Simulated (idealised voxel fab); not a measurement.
Documented hereafter: the process module known as voxel capacitor over wiring.
Shown is cross-section cut, with a width of 175 nm and square cells of size 5 nm.
In what follows, cross-sections appear as grids of square cells, described through bands that run from the top down, where every band is one or more rows of cells.
A band entry consists of two parts. The first gives the height of the band's top and the height of its bottom, in nm. The rest lists the band's materials from left to right, each with its width in nm. A single material labelled with the word "all across" fills the band from edge to edge, and the word "blank" marks empty space.
All heights in this document are referenced to 0, defined as the level beneath which the wafer, as received, consists entirely of one material. The lowest band is not bounded below; it extends indefinitely downward and is written in the form "0 -> down".
Width "30..40": first value at the band's top row of cells, second value at its bottom row, equal change from row to row.
"no change" -> step changed no cross-section cell.
Closed-off voids of 8+ cells (no open route to the top) go in "Enclosed void entries", written width x height at distance from the left edge, in nm.
The remark found on a step's line after its settings is issued by the simulator itself and pertains to that step.
On any step carrying a mask, the "overlay nm" setting, if present on the step's line, tells how far right of its planned place the mask lay; negative values point to the left.
# These are the steps we planned for the process
- 1: op RECEIVE | material Si
- 2: op CONFORMAL_DEP | material SiO2 | thk nm 10
- 3: op DIRECTIONAL_DEP | material TiN | thk nm 5
- 4: op DIRECTIONAL_DEP | material Ru | thk nm 20
- 5: op DIRECTIONAL_DEP | material aC | thk nm 15
- 6: op PATTERN | tone cover | mask id METAL_1 | material resist | width nm 25 | pitch nm 75 | thk nm 30 | overlay nm 0
- 7: op DIRECTIONAL_ETCH | etch materials aC | depth nm 15
- 8: op STRIP | etch materials resist
- 9: op DIRECTIONAL_ETCH | etch materials Ru | depth nm 20
- 10: op DIRECTIONAL_ETCH | etch materials TiN | depth nm 5
- 11: op STRIP | etch materials aC
- 12: op FILL_DEP | material lowk | thk nm 10
- 13: op CMP | height nm 35
- 14: op CONFORMAL_DEP | material SiCN | thk nm 5
- 15: op DIRECTIONAL_DEP | material SiO2 | thk nm 20
- 16: op DIRECTIONAL_DEP | material aC | thk nm 10
- 17: op PATTERN | tone open | mask id PLUG_1 | material resist | width nm 15 | thk nm 25 | overlay nm 0
- 18: op DIRECTIONAL_ETCH | etch materials aC | depth nm 10
- 19: op STRIP | etch materials resist
- 20: op DIRECTIONAL_ETCH | etch materials SiO2 | depth nm 20
- 21: op DIRECTIONAL_ETCH | etch materials SiCN | depth nm 5
- 22: op STRIP | etch materials aC
- 23: op EPI | material Ru | thk nm 10
- 24: op EPI | material Ru | thk nm 10
- 25: op EPI | material Ru | thk nm 5
- 26: op DIRECTIONAL_DEP | material TiN | thk nm 10
- 27: op DIRECTIONAL_DEP | material SiN | thk nm 5
- 28: op DIRECTIONAL_DEP | material TiN | thk nm 5
- 29: op PATTERN | tone cover | mask id UPPER_PLATE | material resist | width nm 55 | thk nm 15 | overlay nm 0
- 30: op DIRECTIONAL_ETCH | etch materials TiN | depth nm 5
- 31: op DIRECTIONAL_ETCH | etch materials SiN | depth nm 5
- 32: op STRIP | etch materials resist
- 33: op MASKED_ETCH | tone cover | mask id LOWER_PLATE | width nm 65 | etch materials TiN | depth nm 10 | overlay nm 0
- 34: op FILL_DEP | material SiO2 | thk nm 20
- 35: op CMP | height nm 95
- 36: op DIRECTIONAL_DEP | material aC | thk nm 10
- 37: op PATTERN | tone open | mask id PLUG_2 | material resist | width nm 15 | thk nm 30 | overlay nm 0
- 38: op DIRECTIONAL_ETCH | etch materials aC | depth nm 10
- 39: op STRIP | etch materials resist
- 40: op DIRECTIONAL_ETCH | etch materials SiO2 | depth nm 15
- 41: op STRIP | etch materials aC
- 42: op CONFORMAL_DEP | material TiN | thk nm 5
- 43: op FILL_DEP | material Cu | thk nm 5
- 44: op CMP | height nm 95
- 45: op CONFORMAL_DEP | material SiN | thk nm 5
# Cross-section of the wafer as it came to us, i.e., already through step 1
	0 -> down = Si all across
	Enclosed void entries: none
# Run as planned - first of the two wafers cross-sectioned at the end of the module
	100 -> 95 = SiN all across
	95 -> 85 = 55 nm SiO2 / 5 nm TiN / 5 nm Cu / 5 nm TiN / 105 nm SiO2
	85 -> 75 = 55..45 nm SiO2 / 15..55 nm TiN / 105..75 nm SiO2
	75 -> 70 = 45 nm SiO2 / 55 nm SiN / 75 nm SiO2
	70 -> 60 = 40 nm SiO2 / 65 nm TiN / 70 nm SiO2
	60 -> 40 = 45 nm SiO2 / 15 nm Ru / 115 nm SiO2
	40 -> 35 = 45 nm SiCN / 15 nm Ru / 115 nm SiCN
	35 -> 15 = 35 nm lowk / 25 nm Ru / 50 nm lowk / 25 nm Ru / 40 nm lowk
	15 -> 10 = 35 nm lowk / 25 nm TiN / 50 nm lowk / 25 nm TiN / 40 nm lowk
	10 -> 0 = SiO2 all across
	0 -> down = Si all across
	Enclosed void entries: none
# Now the second wafer, cross-sectioned at the end of the module. Nothing different at the start, nothing different in the plan compared with the first, just one mistake when it was actually run
	100 -> 95 = SiN all across
	95 -> 85 = 55 nm SiO2 / 5 nm TiN / 5 nm Cu / 5 nm TiN / 105 nm SiO2
	85 -> 75 = 55..60 nm SiO2 / 15..40 nm TiN / 105..75 nm SiO2
	75 -> 70 = 60 nm SiO2 / 40 nm SiN / 75 nm SiO2
	70 -> 65 = 40 nm SiO2 / 65 nm TiN / 70 nm SiO2
	65 -> 60 = 40 nm SiO2 / 5 nm TiN / 15 nm SiN / 45 nm TiN / 70 nm SiO2
	60 -> 50 = 45 nm SiO2 / 15 nm TiN / 115 nm SiO2
	50 -> 40 = 45 nm SiO2 / 15 nm Ru / 115 nm SiO2
	40 -> 35 = 45 nm SiCN / 15 nm Ru / 115 nm SiCN
	35 -> 15 = 35 nm lowk / 25 nm Ru / 50 nm lowk / 25 nm Ru / 40 nm lowk
	15 -> 10 = 35 nm lowk / 25 nm TiN / 50 nm lowk / 25 nm TiN / 40 nm lowk
	10 -> 0 = SiO2 all across
	0 -> down = Si all across
	Enclosed void entries: none
Against the plan, the run slipped here: a step was left out from among the identical steps 23 and 24, and there is no telling which
Final comparison by cell count, materials where the second wafer has more or fewer than the first: Ru: 6 fewer | SiO2: 6 more
